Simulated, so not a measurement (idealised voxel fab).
Proc. module: voxel gate over fins
cross-section cut | 280 nm wide | cells 5 nm
Notation: cross-section as square-cell grid; stated in bands, top first, going down; one or more cell rows per band.
Top height, bottom height, nm. Materials left to right, width each, nm. Single material + "everywhere" = fills band edge to edge. "air" = empty.
It should be noted that heights are counted from 0, beneath which the wafer as supplied is of one material throughout, and that the lowest band possesses no lower boundary but continues downward, as written in "0 nm and below".
The expression "30..40" gives the width at the extremes of the band, the first number at its top row of cells and the second at its bottom row, with the width changing by equal amounts from each row to the next in between.
What does "remains unaltered" mean for a step? It means no cell of the cross-section changed in that step.
In the "Voids, enclosed" entry, you get each enclosed empty space of 8 cells or more, one with no open way to the top, written width x height at distance, distance from the left edge, in nm.
Whatever follows a step's settings on its line is a remark the simulator itself makes about that step.
For masked steps, "overlay nm" on the step line gives how far right of plan the mask actually lay; a minus sign means it lay to the left.
Process steps (planned):
1: RECEIVE [material Si]
2: CONFORMAL_DEP [material SiN] [thk nm 10]
3: PATTERN [tone cover] [mask id FINS] [material resist] [width nm 15] [pitch nm 45] [thk nm 20] [overlay nm 0]
4: DIRECTIONAL_ETCH [etch materials SiN] [depth nm 10]
5: DIRECTIONAL_ETCH [etch materials Si] [depth nm 35]
6: STRIP [etch materials resist]
7: OXIDIZE [depth nm 5]
8: FILL_DEP [material SiO2] [thk nm 10]
9: CMP [height nm 10]
10: SELECTIVE_ETCH [etch materials SiO2] [depth nm 20]
11: STRIP [etch materials SiN]
12: CONFORMAL_DEP [material HfO2] [thk nm 5]
13: CONFORMAL_DEP [material TiN] [thk nm 5]
14: CONFORMAL_DEP [material TiAl] [thk nm 5]
15: CONFORMAL_DEP [material TiN] [thk nm 5]
16: FILL_DEP [material W] [thk nm 10]
17: CMP [height nm 25]
18: CONFORMAL_DEP [material SiN] [thk nm 10]
It is noted that the wafers described herein are identical at the outset and are distinguished by the width nm of step 3; the value stated in the plan corresponds to the first wafer.
The first of several wafers in cross-section, exactly as it reached us after step 1:
0 nm and below  Si everywhere
Voids, enclosed: none
End-of-module cross-section, first of several wafers, after last step 18:
35 nm to 25 nm  SiN everywhere
25 nm to 20 nm  W everywhere
20 nm to 15 nm  95 of W  90 of TiN  95 of W
15 nm to 10 nm  95 of W  5 of TiN  35 of TiAl  10 of TiN  35 of TiAl  5 of TiN  95 of W
10 nm to 5 nm  100 of TiN  5 of TiAl  25 of TiN  5 of TiAl  10 of TiN  5 of TiAl  25 of TiN  5 of TiAl  100 of TiN
5 nm to 0 nm  105 of TiAl  5 of TiN  15 of HfO2  5 of TiN  20 of TiAl  5 of TiN  15 of HfO2  5 of TiN  105 of TiAl
0 nm to -5 nm  110 of TiN  5 of HfO2  5 of Si  5 of HfO2  30 of TiN  5 of HfO2  5 of Si  5 of HfO2  110 of TiN
-5 nm to -10 nm  115 of HfO2  5 of Si  40 of HfO2  5 of Si  115 of HfO2
-10 nm to -40 nm  115 of SiO2  5 of Si  40 of SiO2  5 of Si  115 of SiO2
-40 nm and below  Si everywhere
Voids, enclosed: none
Last wafer x-sec, end of module:
35 nm to 25 nm  SiN everywhere
25 nm to 20 nm  W everywhere
20 nm to 15 nm  90 of W  105 of TiN  85 of W
15 nm to 10 nm  90 of W  5 of TiN  95 of TiAl  5 of TiN  85 of W
10 nm to 5 nm  95 of TiN  5 of TiAl  40 of TiN  5 of TiAl  40 of TiN  5 of TiAl  90 of TiN
5 nm to 0 nm  100 of TiAl  5 of TiN  30 of HfO2  5 of TiN  5 of TiAl  5 of TiN  30 of HfO2  5 of TiN  95 of TiAl
0 nm to -5 nm  105 of TiN  5 of HfO2  20 of Si  5 of HfO2  15 of TiN  5 of HfO2  20 of Si  5 of HfO2  100 of TiN
-5 nm to -10 nm  110 of HfO2  20 of Si  25 of HfO2  20 of Si  105 of HfO2
-10 nm to -40 nm  110 of SiO2  20 of Si  25 of SiO2  20 of Si  105 of SiO2
-40 nm and below  Si everywhere
Voids, enclosed: none
Tabulated below, wafer by wafer, are the end-of-module results: for each material, the number of cells gained (+) or lost (-) relative to the as-received state, followed by the closed voids:
width nm 15, +64 HfO2, -432 Si, +112 SiN, +324 SiO2, +64 TiAl, +128 TiN, +132 W, Voids, enclosed: none
width nm 20, +64 HfO2, -416 Si, +112 SiN, +312 SiO2, +64 TiAl, +126 TiN, +130 W, Voids, enclosed: none
width nm 25, +64 HfO2, -400 Si, +112 SiN, +300 SiO2, +64 TiAl, +124 TiN, +128 W, Voids, enclosed: none
width nm 30, +64 HfO2, -384 Si, +112 SiN, +288 SiO2, +62 TiAl, +124 TiN, +126 W, Voids, enclosed: none
